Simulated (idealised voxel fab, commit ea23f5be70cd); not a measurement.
process module | voxel quadruple lines
The cross-section on display is named cut; it measures 190 nm wide, and its cells are 5 nm squares.
Cross-section format: a grid of square cells, given as bands from top to bottom; each band is one or more rows of cells.
Heights first: top, then bottom, in nm. Then materials, left to right, each with a width in nm. "edge to edge" on a single material: fills the band edge to edge. "empty": empty space.
Height datum 0, below which the as-received substrate wafer is one material. Lowest band open at the bottom, running downward: "z 0 and below".
Quick explanation for "30->40": the width changes in equal steps down the rows of cells, from the first number in the band's top row to the second number in its bottom row.
"remains unaltered", as given for a step, is the statement that not any cell of the cross-section underwent a change during that step.
"Trapped void list" contains a list of empty spaces, each no smaller than 8 cells and without an open way to the top, written in the form width x height at distance with the distance from the left edge and all three in nm.
Read whatever lies past the settings on a step's line as the simulator's own remark about the step.
You can add "overlay nm" to a step's line. For a step with a mask, it describes how far the mask lay to the right of its planned position, and a negative number describes a lay to the left.
Each pair of cross-sections that follows straddles one process step: the one shows the state before the step, the other the state after it, down to the lowest band that changed and no further. The step in question, and its settings, are given under the pair. Note that a pair is not necessarily a continuation of the pair above it, since pairs can come from different runs of this module on the same starting wafer; it is a continuation only where its entry headed "State on entry" says so.

State on entry
z 0 and below  Si edge to edge
Trapped void list: none

Cross-Section After Step
z 5 to 0  SiO2 edge to edge
Note: structure below 0 unchanged.
Trapped void list: none
Step between the pre-process and post-process cross-sections given above: CONFORMAL_DEP | material SiO2 | thk nm 5

State on entry: Please consult the pair immediately above; the cross-section it shows after its step is the state before this step.

Cross-Section After Step
z 15 to 5  Ru edge to edge
Note: structure below 5 unchanged.
Trapped void list: none
Step between the pre-process and post-process cross-sections given above: DIRECTIONAL_DEP | material Ru | thk nm 10

State on entry: Please consult the pair immediately above; the cross-section it shows after its step is the state before this step.

Cross-Section After Step
z 30 to 15  polySi edge to edge
Note: structure below 15 unchanged.
Trapped void list: none
Step between the pre-process and post-process cross-sections given above: DIRECTIONAL_DEP | material polySi | thk nm 15

State on entry: Please consult the pair immediately above; the cross-section it shows after its step is the state before this step.

Cross-Section After Step
z 55 to 30  aC edge to edge
Note: structure below 30 unchanged.
Trapped void list: none
Step between the pre-process and post-process cross-sections given above: DIRECTIONAL_DEP | material aC | thk nm 25

State on entry: Please consult the pair immediately above; the cross-section it shows after its step is the state before this step.

Cross-Section After Step
z 85 to 55  empty=80, then resist=30, then empty=80
Note: structure below 55 unchanged.
Trapped void list: none
Step between the pre-process and post-process cross-sections given above: PATTERN | tone cover | mask id MANDREL | material resist | width nm 30 | thk nm 30 | overlay nm 0

State on entry: Please consult the pair immediately above; the cross-section it shows after its step is the state before this step.

Cross-Section After Step
z 60 to 55  empty=80, then resist=30, then empty=80
z 55 to 30  empty=80, then aC=30, then empty=80
Note: structure below 30 unchanged.
Trapped void list: none
Step between the pre-process and post-process cross-sections given above: DIRECTIONAL_ETCH | etch materials aC | depth nm 25

State on entry: Please consult the pair immediately above; the cross-section it shows after its step is the state before this step.

Cross-Section After Step
z 55 to 30  empty=80, then aC=30, then empty=80
Note: structure below 30 unchanged.
Trapped void list: none
Step between the pre-process and post-process cross-sections given above: STRIP | etch materials resist

State on entry: Please consult the pair immediately above; the cross-section it shows after its step is the state before this step.

Cross-Section After Step
z 65 to 55  empty=70, then SiO2=50, then empty=70
z 55 to 40  empty=70, then SiO2=10, then aC=30, then SiO2=10, then empty=70
z 40 to 30  SiO2=80, then aC=30, then SiO2=80
Note: structure below 30 unchanged.
Trapped void list: none
Step between the pre-process and post-process cross-sections given above: CONFORMAL_DEP | material SiO2 | thk nm 10

State on entry: Please consult the pair immediately above; the cross-section it shows after its step is the state before this step.

Cross-Section After Step
z 55 to 30  empty=70, then SiO2=10, then aC=30, then SiO2=10, then empty=70
Note: structure below 30 unchanged.
Trapped void list: none
Step between the pre-process and post-process cross-sections given above: DIRECTIONAL_ETCH | etch materials SiO2 | depth nm 10

State on entry: Please consult the pair immediately above; the cross-section it shows after its step is the state before this step.

Cross-Section After Step
z 55 to 30  empty=70, then SiO2=10, then empty=30, then SiO2=10, then empty=70
Note: structure below 30 unchanged.
Trapped void list: none
Step between the pre-process and post-process cross-sections given above: STRIP | etch materials aC

State on entry: Please consult the pair immediately above; the cross-section it shows after its step is the state before this step.

Cross-Section After Step
z 55 to 30  empty=70, then SiO2=10, then empty=30, then SiO2=10, then empty=70
z 30 to 15  empty=70, then polySi=10, then empty=30, then polySi=10, then empty=70
Note: structure below 15 unchanged.
Trapped void list: none
Step between the pre-process and post-process cross-sections given above: DIRECTIONAL_ETCH | etch materials polySi | depth nm 15

State on entry: Please consult the pair immediately above; the cross-section it shows after its step is the state before this step.

Cross-Section After Step
z 30 to 15  empty=70, then polySi=10, then empty=30, then polySi=10, then empty=70
Note: structure below 15 unchanged.
Trapped void list: none
Step between the pre-process and post-process cross-sections given above: STRIP | etch materials SiO2

State on entry: Please consult the pair immediately above; the cross-section it shows after its step is the state before this step.

Cross-Section After Step
z 40 to 30  empty=60, then SiCN=30, then empty=10, then SiCN=30, then empty=60
z 30 to 25  empty=60, then SiCN=10, then polySi=10, then SiCN=10, then empty=10, then SiCN=10, then polySi=10, then SiCN=10, then empty=60
z 25 to 15  SiCN=70, then polySi=10, then SiCN=30, then polySi=10, then SiCN=70
Note: structure below 15 unchanged.
Trapped void list: none
Step between the pre-process and post-process cross-sections given above: CONFORMAL_DEP | material SiCN | thk nm 10

State on entry: Please consult the pair immediately above; the cross-section it shows after its step is the state before this step.

Cross-Section After Step
z 30 to 15  empty=60, then SiCN=10, then polySi=10, then SiCN=10, then empty=10, then SiCN=10, then polySi=10, then SiCN=10, then empty=60
Note: structure below 15 unchanged.
Trapped void list: none
Step between the pre-process and post-process cross-sections given above: DIRECTIONAL_ETCH | etch materials SiCN | depth nm 10

State on entry: Please consult the pair immediately above; the cross-section it shows after its step is the state before this step.

Cross-Section After Step
z 30 to 15  empty=60, then SiCN=10, then empty=10, then SiCN=10, then empty=10, then SiCN=10, then empty=10, then SiCN=10, then empty=60
Note: structure below 15 unchanged.
Trapped void list: none
Step between the pre-process and post-process cross-sections given above: STRIP | etch materials polySi

State on entry: Please consult the pair immediately above; the cross-section it shows after its step is the state before this step.

Cross-Section After Step
z 30 to 15  empty=60, then SiCN=10, then empty=10, then SiCN=10, then empty=10, then SiCN=10, then empty=10, then SiCN=10, then empty=60
z 15 to 5  empty=60, then Ru=10, then empty=10, then Ru=10, then empty=10, then Ru=10, then empty=10, then Ru=10, then empty=60
Note: structure below 5 unchanged.
Trapped void list: none
Step between the pre-process and post-process cross-sections given above: DIRECTIONAL_ETCH | etch materials Ru | depth nm 10

State on entry: Please consult the pair immediately above; the cross-section it shows after its step is the state before this step.

Cross-Section After Step
z 15 to 5  empty=60, then Ru=10, then empty=10, then Ru=10, then empty=10, then Ru=10, then empty=10, then Ru=10, then empty=60
Note: structure below 5 unchanged.
Trapped void list: none
Step between the pre-process and post-process cross-sections given above: STRIP | etch materials SiCN

State on entry
z 0 and below  Si edge to edge
Trapped void list: none

Cross-Section After Step
z 10 to 0  Ru edge to edge
Note: structure below 0 unchanged.
Trapped void list: none
Step between the pre-process and post-process cross-sections given above: DIRECTIONAL_DEP | material Ru | thk nm 10

State on entry: Please consult the pair immediately above; the cross-section it shows after its step is the state before this step.

Cross-Section After Step
z 25 to 10  polySi edge to edge
Note: structure below 10 unchanged.
Trapped void list: none
Step between the pre-process and post-process cross-sections given above: DIRECTIONAL_DEP | material polySi | thk nm 15

State on entry: Please consult the pair immediately above; the cross-section it shows after its step is the state before this step.

Cross-Section After Step
z 50 to 25  aC edge to edge
Note: structure below 25 unchanged.
Trapped void list: none
Step between the pre-process and post-process cross-sections given above: DIRECTIONAL_DEP | material aC | thk nm 25

State on entry: Please consult the pair immediately above; the cross-section it shows after its step is the state before this step.

Cross-Section After Step
z 80 to 50  empty=80, then resist=30, then empty=80
Note: structure below 50 unchanged.
Trapped void list: none
Step between the pre-process and post-process cross-sections given above: PATTERN | tone cover | mask id MANDREL | material resist | width nm 30 | thk nm 30 | overlay nm 0

State on entry: Please consult the pair immediately above; the cross-section it shows after its step is the state before this step.

Cross-Section After Step
z 55 to 50  empty=80, then resist=30, then empty=80
z 50 to 25  empty=80, then aC=30, then empty=80
Note: structure below 25 unchanged.
Trapped void list: none
Step between the pre-process and post-process cross-sections given above: DIRECTIONAL_ETCH | etch materials aC | depth nm 25

State on entry: Please consult the pair immediately above; the cross-section it shows after its step is the state before this step.

Cross-Section After Step
z 50 to 25  empty=80, then aC=30, then empty=80
Note: structure below 25 unchanged.
Trapped void list: none
Step between the pre-process and post-process cross-sections given above: STRIP | etch materials resist

State on entry: Please consult the pair immediately above; the cross-section it shows after its step is the state before this step.

Cross-Section After Step
z 60 to 50  empty=70, then SiO2=50, then empty=70
z 50 to 35  empty=70, then SiO2=10, then aC=30, then SiO2=10, then empty=70
z 35 to 25  SiO2=80, then aC=30, then SiO2=80
Note: structure below 25 unchanged.
Trapped void list: none
Step between the pre-process and post-process cross-sections given above: CONFORMAL_DEP | material SiO2 | thk nm 10

State on entry: Please consult the pair immediately above; the cross-section it shows after its step is the state before this step.

Cross-Section After Step
z 50 to 25  empty=70, then SiO2=10, then aC=30, then SiO2=10, then empty=70
Note: structure below 25 unchanged.
Trapped void list: none
Step between the pre-process and post-process cross-sections given above: DIRECTIONAL_ETCH | etch materials SiO2 | depth nm 10

State on entry: Please consult the pair immediately above; the cross-section it shows after its step is the state before this step.

Cross-Section After Step
z 50 to 25  empty=70, then SiO2=10, then empty=30, then SiO2=10, then empty=70
Note: structure below 25 unchanged.
Trapped void list: none
Step between the pre-process and post-process cross-sections given above: STRIP | etch materials aC

State on entry: Please consult the pair immediately above; the cross-section it shows after its step is the state before this step.

Cross-Section After Step
z 50 to 25  empty=70, then SiO2=10, then empty=30, then SiO2=10, then empty=70
z 25 to 10  empty=70, then polySi=10, then empty=30, then polySi=10, then empty=70
Note: structure below 10 unchanged.
Trapped void list: none
Step between the pre-process and post-process cross-sections given above: DIRECTIONAL_ETCH | etch materials polySi | depth nm 15

State on entry: Please consult the pair immediately above; the cross-section it shows after its step is the state before this step.

Cross-Section After Step
z 25 to 10  empty=70, then polySi=10, then empty=30, then polySi=10, then empty=70
Note: structure below 10 unchanged.
Trapped void list: none
Step between the pre-process and post-process cross-sections given above: STRIP | etch materials SiO2

State on entry: Please consult the pair immediately above; the cross-section it shows after its step is the state before this step.

Cross-Section After Step
z 35 to 25  empty=60, then SiCN=30, then empty=10, then SiCN=30, then empty=60
z 25 to 20  empty=60, then SiCN=10, then polySi=10, then SiCN=10, then empty=10, then SiCN=10, then polySi=10, then SiCN=10, then empty=60
z 20 to 10  SiCN=70, then polySi=10, then SiCN=30, then polySi=10, then SiCN=70
Note: structure below 10 unchanged.
Trapped void list: none
Step between the pre-process and post-process cross-sections given above: CONFORMAL_DEP | material SiCN | thk nm 10

State on entry: Please consult the pair immediately above; the cross-section it shows after its step is the state before this step.

Cross-Section After Step
z 25 to 10  empty=60, then SiCN=10, then polySi=10, then SiCN=10, then empty=10, then SiCN=10, then polySi=10, then SiCN=10, then empty=60
Note: structure below 10 unchanged.
Trapped void list: none
Step between the pre-process and post-process cross-sections given above: DIRECTIONAL_ETCH | etch materials SiCN | depth nm 10

State on entry: Please consult the pair immediately above; the cross-section it shows after its step is the state before this step.

Cross-Section After Step
z 25 to 10  empty=60, then SiCN=10, then empty=10, then SiCN=10, then empty=10, then SiCN=10, then empty=10, then SiCN=10, then empty=60
Note: structure below 10 unchanged.
Trapped void list: none
Step between the pre-process and post-process cross-sections given above: STRIP | etch materials polySi

State on entry: Please consult the pair immediately above; the cross-section it shows after its step is the state before this step.

Cross-Section After Step
z 25 to 10  empty=60, then SiCN=10, then empty=10, then SiCN=10, then empty=10, then SiCN=10, then empty=10, then SiCN=10, then empty=60
z 10 to 0  empty=60, then Ru=10, then empty=10, then Ru=10, then empty=10, then Ru=10, then empty=10, then Ru=10, then empty=60
Note: structure below 0 unchanged.
Trapped void list: none
Step between the pre-process and post-process cross-sections given above: DIRECTIONAL_ETCH | etch materials Ru | depth nm 10

State on entry: Please consult the pair immediately above; the cross-section it shows after its step is the state before this step.

Cross-Section After Step
z 10 to 0  empty=60, then Ru=10, then empty=10, then Ru=10, then empty=10, then Ru=10, then empty=10, then Ru=10, then empty=60
Note: structure below 0 unchanged.
Trapped void list: none
Step between the pre-process and post-process cross-sections given above: STRIP | etch materials SiCN

State on entry
z 5 to 0  SiO2 edge to edge
z 0 and below  Si edge to edge
Trapped void list: none

Cross-Section After Step
z 20 to 5  polySi edge to edge
Note: structure below 5 unchanged.
Trapped void list: none
Step between the pre-process and post-process cross-sections given above: DIRECTIONAL_DEP | material polySi | thk nm 15

State on entry: Please consult the pair immediately above; the cross-section it shows after its step is the state before this step.

Cross-Section After Step
z 30 to 20  Ru edge to edge
Note: structure below 20 unchanged.
Trapped void list: none
Step between the pre-process and post-process cross-sections given above: DIRECTIONAL_DEP | material Ru | thk nm 10

State on entry: Please consult the pair immediately above; the cross-section it shows after its step is the state before this step.

Cross-Section After Step
z 55 to 30  aC edge to edge
Note: structure below 30 unchanged.
Trapped void list: none
Step between the pre-process and post-process cross-sections given above: DIRECTIONAL_DEP | material aC | thk nm 25

State on entry: Please consult the pair immediately above; the cross-section it shows after its step is the state before this step.

Cross-Section After Step
z 85 to 55  empty=80, then resist=30, then empty=80
Note: structure below 55 unchanged.
Trapped void list: none
Step between the pre-process and post-process cross-sections given above: PATTERN | tone cover | mask id MANDREL | material resist | width nm 30 | thk nm 30 | overlay nm 0

State on entry: Please consult the pair immediately above; the cross-section it shows after its step is the state before this step.

Cross-Section After Step
z 60 to 55  empty=80, then resist=30, then empty=80
z 55 to 30  empty=80, then aC=30, then empty=80
Note: structure below 30 unchanged.
Trapped void list: none
Step between the pre-process and post-process cross-sections given above: DIRECTIONAL_ETCH | etch materials aC | depth nm 25

State on entry: Please consult the pair immediately above; the cross-section it shows after its step is the state before this step.

Cross-Section After Step
z 55 to 30  empty=80, then aC=30, then empty=80
Note: structure below 30 unchanged.
Trapped void list: none
Step between the pre-process and post-process cross-sections given above: STRIP | etch materials resist

State on entry: Please consult the pair immediately above; the cross-section it shows after its step is the state before this step.

Cross-Section After Step
z 65 to 55  empty=70, then SiO2=50, then empty=70
z 55 to 40  empty=70, then SiO2=10, then aC=30, then SiO2=10, then empty=70
z 40 to 30  SiO2=80, then aC=30, then SiO2=80
Note: structure below 30 unchanged.
Trapped void list: none
Step between the pre-process and post-process cross-sections given above: CONFORMAL_DEP | material SiO2 | thk nm 10

State on entry: Please consult the pair immediately above; the cross-section it shows after its step is the state before this step.

Cross-Section After Step
z 55 to 30  empty=70, then SiO2=10, then aC=30, then SiO2=10, then empty=70
Note: structure below 30 unchanged.
Trapped void list: none
Step between the pre-process and post-process cross-sections given above: DIRECTIONAL_ETCH | etch materials SiO2 | depth nm 10

State on entry: Please consult the pair immediately above; the cross-section it shows after its step is the state before this step.

Cross-Section After Step
z 55 to 30  empty=70, then SiO2=10, then empty=30, then SiO2=10, then empty=70
Note: structure below 30 unchanged.
Trapped void list: none
Step between the pre-process and post-process cross-sections given above: STRIP | etch materials aC

State on entry: Please consult the pair immediately above; the cross-section it shows after its step is the state before this step.

Cross-Section After Step
z 30 to 20  Ru edge to edge
Note: structure below 20 unchanged.
Trapped void list: none
Step between the pre-process and post-process cross-sections given above: STRIP | etch materials SiO2

State on entry: Please consult the pair immediately above; the cross-section it shows after its step is the state before this step.

Cross-Section After Step
z 40 to 30  SiCN edge to edge
Note: structure below 30 unchanged.
Trapped void list: none
Step between the pre-process and post-process cross-sections given above: CONFORMAL_DEP | material SiCN | thk nm 10

State on entry: Please consult the pair immediately above; the cross-section it shows after its step is the state before this step.

Cross-Section After Step
z 30 to 20  Ru edge to edge
Note: structure below 20 unchanged.
Trapped void list: none
Step between the pre-process and post-process cross-sections given above: DIRECTIONAL_ETCH | etch materials SiCN | depth nm 10

State on entry: Please consult the pair immediately above; the cross-section it shows after its step is the state before this step.

Cross-Section After Step
z 20 to 5  polySi edge to edge
Note: structure below 5 unchanged.
Trapped void list: none
Step between the pre-process and post-process cross-sections given above: DIRECTIONAL_ETCH | etch materials Ru | depth nm 10

State on entry
z 30 to 15  empty=60, then SiCN=10, then empty=10, then SiCN=10, then empty=10, then SiCN=10, then empty=10, then SiCN=10, then empty=60
z 15 to 5  Ru edge to edge
z 5 to 0  SiO2 edge to edge
z 0 and below  Si edge to edge
Trapped void list: none

Cross-Section After Step
z 30 to 15  empty=60, then SiCN=10, then empty=10, then SiCN=10, then empty=10, then SiCN=10, then empty=10, then SiCN=10, then empty=60
z 15 to 10  empty=60, then Ru=10, then empty=10, then Ru=10, then empty=10, then Ru=10, then empty=10, then Ru=10, then empty=60
Note: structure below 10 unchanged.
Trapped void list: none
Step between the pre-process and post-process cross-sections given above: DIRECTIONAL_ETCH | etch materials Ru | depth nm 5

State on entry: Please consult the pair immediately above; the cross-section it shows after its step is the state before this step.

Cross-Section After Step
z 15 to 10  empty=60, then Ru=10, then empty=10, then Ru=10, then empty=10, then Ru=10, then empty=10, then Ru=10, then empty=60
Note: structure below 10 unchanged.
Trapped void list: none
Step between the pre-process and post-process cross-sections given above: STRIP | etch materials SiCN

State on entry
z 55 to 30  aC edge to edge
z 30 to 15  polySi edge to edge
z 15 to 5  Ru edge to edge
z 5 to 0  SiO2 edge to edge
z 0 and below  Si edge to edge
Trapped void list: none

Cross-Section After Step
z 85 to 55  empty=80, then resist=35, then empty=75
Note: structure below 55 unchanged.
Trapped void list: none
Step between the pre-process and post-process cross-sections given above: PATTERN | tone cover | mask id MANDREL | material resist | width nm 35 | thk nm 30 | overlay nm 0

State on entry: Please consult the pair immediately above; the cross-section it shows after its step is the state before this step.

Cross-Section After Step
z 60 to 55  empty=80, then resist=35, then empty=75
z 55 to 30  empty=80, then aC=35, then empty=75
Note: structure below 30 unchanged.
Trapped void list: none
Step between the pre-process and post-process cross-sections given above: DIRECTIONAL_ETCH | etch materials aC | depth nm 25

State on entry: Please consult the pair immediately above; the cross-section it shows after its step is the state before this step.

Cross-Section After Step
z 55 to 30  empty=80, then aC=35, then empty=75
Note: structure below 30 unchanged.
Trapped void list: none
Step between the pre-process and post-process cross-sections given above: STRIP | etch materials resist

State on entry: Please consult the pair immediately above; the cross-section it shows after its step is the state before this step.

Cross-Section After Step
z 65 to 55  empty=70, then SiO2=55, then empty=65
z 55 to 40  empty=70, then SiO2=10, then aC=35, then SiO2=10, then empty=65
z 40 to 30  SiO2=80, then aC=35, then SiO2=75
Note: structure below 30 unchanged.
Trapped void list: none
Step between the pre-process and post-process cross-sections given above: CONFORMAL_DEP | material SiO2 | thk nm 10

State on entry: Please consult the pair immediately above; the cross-section it shows after its step is the state before this step.

Cross-Section After Step
z 55 to 30  empty=70, then SiO2=10, then aC=35, then SiO2=10, then empty=65
Note: structure below 30 unchanged.
Trapped void list: none
Step between the pre-process and post-process cross-sections given above: DIRECTIONAL_ETCH | etch materials SiO2 | depth nm 10

State on entry: Please consult the pair immediately above; the cross-section it shows after its step is the state before this step.

Cross-Section After Step
z 55 to 30  empty=70, then SiO2=10, then empty=35, then SiO2=10, then empty=65
Note: structure below 30 unchanged.
Trapped void list: none
Step between the pre-process and post-process cross-sections given above: STRIP | etch materials aC

State on entry: Please consult the pair immediately above; the cross-section it shows after its step is the state before this step.

Cross-Section After Step
z 55 to 30  empty=70, then SiO2=10, then empty=35, then SiO2=10, then empty=65
z 30 to 15  empty=70, then polySi=10, then empty=35, then polySi=10, then empty=65
Note: structure below 15 unchanged.
Trapped void list: none
Step between the pre-process and post-process cross-sections given above: DIRECTIONAL_ETCH | etch materials polySi | depth nm 15

State on entry: Please consult the pair immediately above; the cross-section it shows after its step is the state before this step.

Cross-Section After Step
z 30 to 15  empty=70, then polySi=10, then empty=35, then polySi=10, then empty=65
Note: structure below 15 unchanged.
Trapped void list: none
Step between the pre-process and post-process cross-sections given above: STRIP | etch materials SiO2

State on entry: Please consult the pair immediately above; the cross-section it shows after its step is the state before this step.

Cross-Section After Step
z 40 to 30  empty=60, then SiCN=30, then empty=15, then SiCN=30, then empty=55
z 30 to 25  empty=60, then SiCN=10, then polySi=10, then SiCN=10, then empty=15, then SiCN=10, then polySi=10, then SiCN=10, then empty=55
z 25 to 15  SiCN=70, then polySi=10, then SiCN=35, then polySi=10, then SiCN=65
Note: structure below 15 unchanged.
Trapped void list: none
Step between the pre-process and post-process cross-sections given above: CONFORMAL_DEP | material SiCN | thk nm 10

State on entry: Please consult the pair immediately above; the cross-section it shows after its step is the state before this step.

Cross-Section After Step
z 30 to 15  empty=60, then SiCN=10, then polySi=10, then SiCN=10, then empty=15, then SiCN=10, then polySi=10, then SiCN=10, then empty=55
Note: structure below 15 unchanged.
Trapped void list: none
Step between the pre-process and post-process cross-sections given above: DIRECTIONAL_ETCH | etch materials SiCN | depth nm 10

State on entry: Please consult the pair immediately above; the cross-section it shows after its step is the state before this step.

Cross-Section After Step
z 30 to 15  empty=60, then SiCN=10, then empty=10, then SiCN=10, then empty=15, then SiCN=10, then empty=10, then SiCN=10, then empty=55
Note: structure below 15 unchanged.
Trapped void list: none
Step between the pre-process and post-process cross-sections given above: STRIP | etch materials polySi

State on entry: Please consult the pair immediately above; the cross-section it shows after its step is the state before this step.

Cross-Section After Step
z 30 to 15  empty=60, then SiCN=10, then empty=10, then SiCN=10, then empty=15, then SiCN=10, then empty=10, then SiCN=10, then empty=55
z 15 to 5  empty=60, then Ru=10, then empty=10, then Ru=10, then empty=15, then Ru=10, then empty=10, then Ru=10, then empty=55
Note: structure below 5 unchanged.
Trapped void list: none
Step between the pre-process and post-process cross-sections given above: DIRECTIONAL_ETCH | etch materials Ru | depth nm 10

State on entry: Please consult the pair immediately above; the cross-section it shows after its step is the state before this step.

Cross-Section After Step
z 15 to 5  empty=60, then Ru=10, then empty=10, then Ru=10, then empty=15, then Ru=10, then empty=10, then Ru=10, then empty=55
Note: structure below 5 unchanged.
Trapped void list: none
Step between the pre-process and post-process cross-sections given above: STRIP | etch materials SiCN

State on entry
z 55 to 30  aC edge to edge
z 30 to 15  polySi edge to edge
z 15 to 5  Ru edge to edge
z 5 to 0  SiO2 edge to edge
z 0 and below  Si edge to edge
Trapped void list: none

Cross-Section After Step
z 85 to 55  empty=90, then resist=30, then empty=70
Note: structure below 55 unchanged.
Trapped void list: none
Step between the pre-process and post-process cross-sections given above: PATTERN | tone cover | mask id MANDREL | material resist | width nm 30 | thk nm 30 | overlay nm 10

State on entry: Please consult the pair immediately above; the cross-section it shows after its step is the state before this step.

Cross-Section After Step
z 60 to 55  empty=90, then resist=30, then empty=70
z 55 to 30  empty=90, then aC=30, then empty=70
Note: structure below 30 unchanged.
Trapped void list: none
Step between the pre-process and post-process cross-sections given above: DIRECTIONAL_ETCH | etch materials aC | depth nm 25

State on entry: Please consult the pair immediately above; the cross-section it shows after its step is the state before this step.

Cross-Section After Step
z 55 to 30  empty=90, then aC=30, then empty=70
Note: structure below 30 unchanged.
Trapped void list: none
Step between the pre-process and post-process cross-sections given above: STRIP | etch materials resist

State on entry: Please consult the pair immediately above; the cross-section it shows after its step is the state before this step.

Cross-Section After Step
z 65 to 55  empty=80, then SiO2=50, then empty=60
z 55 to 40  empty=80, then SiO2=10, then aC=30, then SiO2=10, then empty=60
z 40 to 30  SiO2=90, then aC=30, then SiO2=70
Note: structure below 30 unchanged.
Trapped void list: none
Step between the pre-process and post-process cross-sections given above: CONFORMAL_DEP | material SiO2 | thk nm 10

State on entry: Please consult the pair immediately above; the cross-section it shows after its step is the state before this step.

Cross-Section After Step
z 55 to 30  empty=80, then SiO2=10, then aC=30, then SiO2=10, then empty=60
Note: structure below 30 unchanged.
Trapped void list: none
Step between the pre-process and post-process cross-sections given above: DIRECTIONAL_ETCH | etch materials SiO2 | depth nm 10

State on entry: Please consult the pair immediately above; the cross-section it shows after its step is the state before this step.

Cross-Section After Step
z 55 to 30  empty=80, then SiO2=10, then empty=30, then SiO2=10, then empty=60
Note: structure below 30 unchanged.
Trapped void list: none
Step between the pre-process and post-process cross-sections given above: STRIP | etch materials aC

State on entry: Please consult the pair immediately above; the cross-section it shows after its step is the state before this step.

Cross-Section After Step
z 55 to 30  empty=80, then SiO2=10, then empty=30, then SiO2=10, then empty=60
z 30 to 15  empty=80, then polySi=10, then empty=30, then polySi=10, then empty=60
Note: structure below 15 unchanged.
Trapped void list: none
Step between the pre-process and post-process cross-sections given above: DIRECTIONAL_ETCH | etch materials polySi | depth nm 15

State on entry: Please consult the pair immediately above; the cross-section it shows after its step is the state before this step.

Cross-Section After Step
z 30 to 15  empty=80, then polySi=10, then empty=30, then polySi=10, then empty=60
Note: structure below 15 unchanged.
Trapped void list: none
Step between the pre-process and post-process cross-sections given above: STRIP | etch materials SiO2

State on entry: Please consult the pair immediately above; the cross-section it shows after its step is the state before this step.

Cross-Section After Step
z 40 to 30  empty=70, then SiCN=30, then empty=10, then SiCN=30, then empty=50
z 30 to 25  empty=70, then SiCN=10, then polySi=10, then SiCN=10, then empty=10, then SiCN=10, then polySi=10, then SiCN=10, then empty=50
z 25 to 15  SiCN=80, then polySi=10, then SiCN=30, then polySi=10, then SiCN=60
Note: structure below 15 unchanged.
Trapped void list: none
Step between the pre-process and post-process cross-sections given above: CONFORMAL_DEP | material SiCN | thk nm 10

State on entry: Please consult the pair immediately above; the cross-section it shows after its step is the state before this step.

Cross-Section After Step
z 30 to 15  empty=70, then SiCN=10, then polySi=10, then SiCN=10, then empty=10, then SiCN=10, then polySi=10, then SiCN=10, then empty=50
Note: structure below 15 unchanged.
Trapped void list: none
Step between the pre-process and post-process cross-sections given above: DIRECTIONAL_ETCH | etch materials SiCN | depth nm 10

State on entry: Please consult the pair immediately above; the cross-section it shows after its step is the state before this step.

Cross-Section After Step
z 30 to 15  empty=70, then SiCN=10, then empty=10, then SiCN=10, then empty=10, then SiCN=10, then empty=10, then SiCN=10, then empty=50
Note: structure below 15 unchanged.
Trapped void list: none
Step between the pre-process and post-process cross-sections given above: STRIP | etch materials polySi

State on entry: Please consult the pair immediately above; the cross-section it shows after its step is the state before this step.

Cross-Section After Step
z 30 to 15  empty=70, then SiCN=10, then empty=10, then SiCN=10, then empty=10, then SiCN=10, then empty=10, then SiCN=10, then empty=50
z 15 to 5  empty=70, then Ru=10, then empty=10, then Ru=10, then empty=10, then Ru=10, then empty=10, then Ru=10, then empty=50
Note: structure below 5 unchanged.
Trapped void list: none
Step between the pre-process and post-process cross-sections given above: DIRECTIONAL_ETCH | etch materials Ru | depth nm 10

State on entry: Please consult the pair immediately above; the cross-section it shows after its step is the state before this step.

Cross-Section After Step
z 15 to 5  empty=70, then Ru=10, then empty=10, then Ru=10, then empty=10, then Ru=10, then empty=10, then Ru=10, then empty=50
Note: structure below 5 unchanged.
Trapped void list: none
Step between the pre-process and post-process cross-sections given above: STRIP | etch materials SiCN

State on entry
z 0 and below  Si edge to edge
Trapped void list: none

Cross-Section After Step
z 5 to 0  aC edge to edge
Note: structure below 0 unchanged.
Trapped void list: none
Step between the pre-process and post-process cross-sections given above: CONFORMAL_DEP | material aC | thk nm 5

State on entry: Please consult the pair immediately above; the cross-section it shows after its step is the state before this step.

Cross-Section After Step
z 15 to 5  Ru edge to edge
Note: structure below 5 unchanged.
Trapped void list: none
Step between the pre-process and post-process cross-sections given above: DIRECTIONAL_DEP | material Ru | thk nm 10

State on entry: Please consult the pair immediately above; the cross-section it shows after its step is the state before this step.

Cross-Section After Step
z 30 to 15  polySi edge to edge
Note: structure below 15 unchanged.
Trapped void list: none
Step between the pre-process and post-process cross-sections given above: DIRECTIONAL_DEP | material polySi | thk nm 15

State on entry: Please consult the pair immediately above; the cross-section it shows after its step is the state before this step.

Cross-Section After Step
z 55 to 30  aC edge to edge
Note: structure below 30 unchanged.
Trapped void list: none
Step between the pre-process and post-process cross-sections given above: DIRECTIONAL_DEP | material aC | thk nm 25

State on entry: Please consult the pair immediately above; the cross-section it shows after its step is the state before this step.

Cross-Section After Step
z 85 to 55  empty=80, then resist=30, then empty=80
Note: structure below 55 unchanged.
Trapped void list: none
Step between the pre-process and post-process cross-sections given above: PATTERN | tone cover | mask id MANDREL | material resist | width nm 30 | thk nm 30 | overlay nm 0

State on entry: Please consult the pair immediately above; the cross-section it shows after its step is the state before this step.

Cross-Section After Step
z 60 to 55  empty=80, then resist=30, then empty=80
z 55 to 30  empty=80, then aC=30, then empty=80
Note: structure below 30 unchanged.
Trapped void list: none
Step between the pre-process and post-process cross-sections given above: DIRECTIONAL_ETCH | etch materials aC | depth nm 25

State on entry: Please consult the pair immediately above; the cross-section it shows after its step is the state before this step.

Cross-Section After Step
z 55 to 30  empty=80, then aC=30, then empty=80
Note: structure below 30 unchanged.
Trapped void list: none
Step between the pre-process and post-process cross-sections given above: STRIP | etch materials resist

State on entry: Please consult the pair immediately above; the cross-section it shows after its step is the state before this step.

Cross-Section After Step
z 65 to 55  empty=70, then SiO2=50, then empty=70
z 55 to 40  empty=70, then SiO2=10, then aC=30, then SiO2=10, then empty=70
z 40 to 30  SiO2=80, then aC=30, then SiO2=80
Note: structure below 30 unchanged.
Trapped void list: none
Step between the pre-process and post-process cross-sections given above: CONFORMAL_DEP | material SiO2 | thk nm 10

State on entry: Please consult the pair immediately above; the cross-section it shows after its step is the state before this step.

Cross-Section After Step
z 55 to 30  empty=70, then SiO2=10, then aC=30, then SiO2=10, then empty=70
Note: structure below 30 unchanged.
Trapped void list: none
Step between the pre-process and post-process cross-sections given above: DIRECTIONAL_ETCH | etch materials SiO2 | depth nm 10

State on entry: Please consult the pair immediately above; the cross-section it shows after its step is the state before this step.

Cross-Section After Step
z 55 to 30  empty=70, then SiO2=10, then empty=30, then SiO2=10, then empty=70
Note: structure below 30 unchanged.
Trapped void list: none
Step between the pre-process and post-process cross-sections given above: STRIP | etch materials aC
